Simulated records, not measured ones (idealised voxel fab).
Process module heading - voxel self aligned contacts
The cross-section on display is named cut; it measures 225 nm wide, and its cells are 5 nm squares.
In what follows, cross-sections appear as grids of square cells, described through bands that run from the top down, where every band is one or more rows of cells. First you get the band's top height and its bottom height, in nm, and then the materials it's made of, left to right, with each width in nm. If you see a single material with "edge to edge", that one covers the band edge to edge. "air" is empty space. Height is counted from the level 0, under which the received wafer is composed throughout of one material. The lowest of the bands is not closed at the bottom but continues downward, in the notation "z 0 and below". Think of "30..40" as a width that walks from the first number to the second as you go down the band, top row to bottom row, taking equal-sized steps from row to row. "nothing got changed" for a step: no cell of the cross-section changed in that step. What "Enclosed internal voids" gives you is every empty space of 8 cells or more that is cut off from the top. Each appears as width x height at distance, with the distance taken from the left edge and width, height and distance all in nm. Where a step's line continues beyond its settings, the continuation is a remark by the simulator itself on that step. Regarding "overlay nm": on a step with a mask, it is the distance the mask lay to the right of its planned place; a negative value places it to the left.

**The planned process steps are enumerated hereunder**
1,op RECEIVE | material Si
2,op CONFORMAL_DEP | material SiO2 | thk nm 5
3,op DIRECTIONAL_DEP | material polySi | thk nm 25
4,op DIRECTIONAL_DEP | material SiN | thk nm 20
5,op MASKED_ETCH | tone cover | mask id GATE | width nm 30 | pitch nm 70 | etch materials SiN | depth nm 20 | overlay nm 0
6,op MASKED_ETCH | tone cover | mask id GATE | width nm 30 | pitch nm 70 | etch materials polySi | depth nm 25 | overlay nm 0
7,op CONFORMAL_DEP | material SiN | thk nm 10
8,op DIRECTIONAL_ETCH | etch materials SiN | depth nm 10
9,op FILL_DEP | material SiO2 | thk nm 10
10,op CMP | height nm 55
11,op PATTERN | tone open | mask id CONTACT | material resist | width nm 50 | thk nm 20 | overlay nm 0
12,op DIRECTIONAL_ETCH | etch materials SiO2 | depth nm 55
13,op STRIP | etch materials resist
14,op CONFORMAL_DEP | material TiN | thk nm 5
15,op FILL_DEP | material Ru | thk nm 10
16,op CMP | height nm 55
17,op CONFORMAL_DEP | material SiCN | thk nm 5

**Run as planned: first of two wafers**

**As received (post step 1): cross-section**
* z 0 and below | Si edge to edge
* Enclosed internal voids: none

**Once step 2 is through, the wafer looks like this in cross-section**
* z 5 to 0 | SiO2 edge to edge
* below 0: unchanged

**Once step 3 is through, the wafer looks like this in cross-section**
* z 30 to 5 | polySi edge to edge
* below 5: unchanged

**Once step 4 is through, the wafer looks like this in cross-section**
* z 50 to 30 | SiN edge to edge
* below 30: unchanged

**Once step 5 is through, the wafer looks like this in cross-section**
* z 50 to 30 | 60 of air; 30 of SiN; 40 of air; 30 of SiN; 65 of air
* below 30: unchanged

**Once step 6 is through, the wafer looks like this in cross-section**
* z 50 to 30 | 60 of air; 30 of SiN; 40 of air; 30 of SiN; 65 of air
* z 30 to 5 | 60 of air; 30 of polySi; 40 of air; 30 of polySi; 65 of air
* below 5: unchanged

**Once step 7 is through, the wafer looks like this in cross-section**
* z 60 to 30 | 50 of air; 50 of SiN; 20 of air; 50 of SiN; 55 of air
* z 30 to 15 | 50 of air; 10 of SiN; 30 of polySi; 10 of SiN; 20 of air; 10 of SiN; 30 of polySi; 10 of SiN; 55 of air
* z 15 to 5 | 60 of SiN; 30 of polySi; 40 of SiN; 30 of polySi; 65 of SiN
* below 5: unchanged

**Once step 8 is through, the wafer looks like this in cross-section**
* z 50 to 30 | 50 of air; 50 of SiN; 20 of air; 50 of SiN; 55 of air
* z 30 to 5 | 50 of air; 10 of SiN; 30 of polySi; 10 of SiN; 20 of air; 10 of SiN; 30 of polySi; 10 of SiN; 55 of air
* below 5: unchanged

**Once step 9 is through, the wafer looks like this in cross-section**
* z 60 to 50 | SiO2 edge to edge
* z 50 to 30 | 50 of SiO2; 50 of SiN; 20 of SiO2; 50 of SiN; 55 of SiO2
* z 30 to 5 | 50 of SiO2; 10 of SiN; 30 of polySi; 10 of SiN; 20 of SiO2; 10 of SiN; 30 of polySi; 10 of SiN; 55 of SiO2
* below 5: unchanged

**Once step 10 is through, the wafer looks like this in cross-section**
* z 55 to 50 | SiO2 edge to edge
* below 50: unchanged

**Once step 11 is through, the wafer looks like this in cross-section**
* z 75 to 55 | 85 of resist; 50 of air; 90 of resist
* below 55: unchanged

**Once step 12 is through, the wafer looks like this in cross-section**
* z 75 to 55 | 85 of resist; 50 of air; 90 of resist
* z 55 to 50 | 85 of SiO2; 50 of air; 90 of SiO2
* z 50 to 30 | 50 of SiO2; 50 of SiN; 20 of air; 50 of SiN; 55 of SiO2
* z 30 to 5 | 50 of SiO2; 10 of SiN; 30 of polySi; 10 of SiN; 20 of air; 10 of SiN; 30 of polySi; 10 of SiN; 55 of SiO2
* z 5 to 0 | 100 of SiO2; 20 of air; 105 of SiO2
* below 0: unchanged

**Once step 13 is through, the wafer looks like this in cross-section**
* z 55 to 50 | 85 of SiO2; 50 of air; 90 of SiO2
* below 50: unchanged

**Once step 14 is through, the wafer looks like this in cross-section**
* z 60 to 55 | 90 of TiN; 40 of air; 95 of TiN
* z 55 to 50 | 85 of SiO2; 20 of TiN; 10 of air; 20 of TiN; 90 of SiO2
* z 50 to 30 | 50 of SiO2; 50 of SiN; 5 of TiN; 10 of air; 5 of TiN; 50 of SiN; 55 of SiO2
* z 30 to 5 | 50 of SiO2; 10 of SiN; 30 of polySi; 10 of SiN; 5 of TiN; 10 of air; 5 of TiN; 10 of SiN; 30 of polySi; 10 of SiN; 55 of SiO2
* z 5 to 0 | 100 of SiO2; 20 of TiN; 105 of SiO2
* below 0: unchanged

**Once step 15 is through, the wafer looks like this in cross-section**
* z 70 to 60 | Ru edge to edge
* z 60 to 55 | 90 of TiN; 40 of Ru; 95 of TiN
* z 55 to 50 | 85 of SiO2; 20 of TiN; 10 of Ru; 20 of TiN; 90 of SiO2
* z 50 to 30 | 50 of SiO2; 50 of SiN; 5 of TiN; 10 of Ru; 5 of TiN; 50 of SiN; 55 of SiO2
* z 30 to 5 | 50 of SiO2; 10 of SiN; 30 of polySi; 10 of SiN; 5 of TiN; 10 of Ru; 5 of TiN; 10 of SiN; 30 of polySi; 10 of SiN; 55 of SiO2
* below 5: unchanged

**Once step 16 is through, the wafer looks like this in cross-section**
* z 55 to 50 | 85 of SiO2; 20 of TiN; 10 of Ru; 20 of TiN; 90 of SiO2
* below 50: unchanged

**Once step 17 is through, the wafer looks like this in cross-section**
* z 60 to 55 | SiCN edge to edge
* below 55: unchanged

**Okay, second wafer. Nothing different at the start, nothing different in the plan, just one mistake somewhere in the running. As far as step 10, counting that step, it's the first wafer all over again**

**Planned end of step 11: second wafer, cross-section**
* z 75 to 55 | 80 of resist; 50 of air; 95 of resist
* below 55: unchanged

**Planned end of step 12: second wafer, cross-section**
* z 75 to 55 | 80 of resist; 50 of air; 95 of resist
* z 55 to 50 | 80 of SiO2; 50 of air; 95 of SiO2
* z 50 to 30 | 50 of SiO2; 50 of SiN; 20 of air; 50 of SiN; 55 of SiO2
* z 30 to 5 | 50 of SiO2; 10 of SiN; 30 of polySi; 10 of SiN; 20 of air; 10 of SiN; 30 of polySi; 10 of SiN; 55 of SiO2
* z 5 to 0 | 100 of SiO2; 20 of air; 105 of SiO2
* below 0: unchanged

**Planned end of step 13: second wafer, cross-section**
* z 55 to 50 | 80 of SiO2; 50 of air; 95 of SiO2
* below 50: unchanged

**Planned end of step 14: second wafer, cross-section**
* z 60 to 55 | 85 of TiN; 40 of air; 100 of TiN
* z 55 to 50 | 80 of SiO2; 25 of TiN; 10 of air; 15 of TiN; 95 of SiO2
* z 50 to 30 | 50 of SiO2; 50 of SiN; 5 of TiN; 10 of air; 5 of TiN; 50 of SiN; 55 of SiO2
* z 30 to 5 | 50 of SiO2; 10 of SiN; 30 of polySi; 10 of SiN; 5 of TiN; 10 of air; 5 of TiN; 10 of SiN; 30 of polySi; 10 of SiN; 55 of SiO2
* z 5 to 0 | 100 of SiO2; 20 of TiN; 105 of SiO2
* below 0: unchanged

**Planned end of step 15: second wafer, cross-section**
* z 70 to 60 | Ru edge to edge
* z 60 to 55 | 85 of TiN; 40 of Ru; 100 of TiN
* z 55 to 50 | 80 of SiO2; 25 of TiN; 10 of Ru; 15 of TiN; 95 of SiO2
* z 50 to 30 | 50 of SiO2; 50 of SiN; 5 of TiN; 10 of Ru; 5 of TiN; 50 of SiN; 55 of SiO2
* z 30 to 5 | 50 of SiO2; 10 of SiN; 30 of polySi; 10 of SiN; 5 of TiN; 10 of Ru; 5 of TiN; 10 of SiN; 30 of polySi; 10 of SiN; 55 of SiO2
* below 5: unchanged

**Planned end of step 16: second wafer, cross-section**
* z 55 to 50 | 80 of SiO2; 25 of TiN; 10 of Ru; 15 of TiN; 95 of SiO2
* below 50: unchanged

**Planned end of step 17: second wafer, cross-section**
* z 60 to 55 | SiCN edge to edge
* below 55: unchanged
In executing the process, a mistake was made relative to the plan: rather than as planned, step 11 actually ran as op PATTERN | tone open | mask id CONTACT | material resist | width nm 50 | thk nm 20 | overlay nm -5
At the end, each material covers as many cells on the second wafer as it does on the first, though the cells it covers are elsewhere.
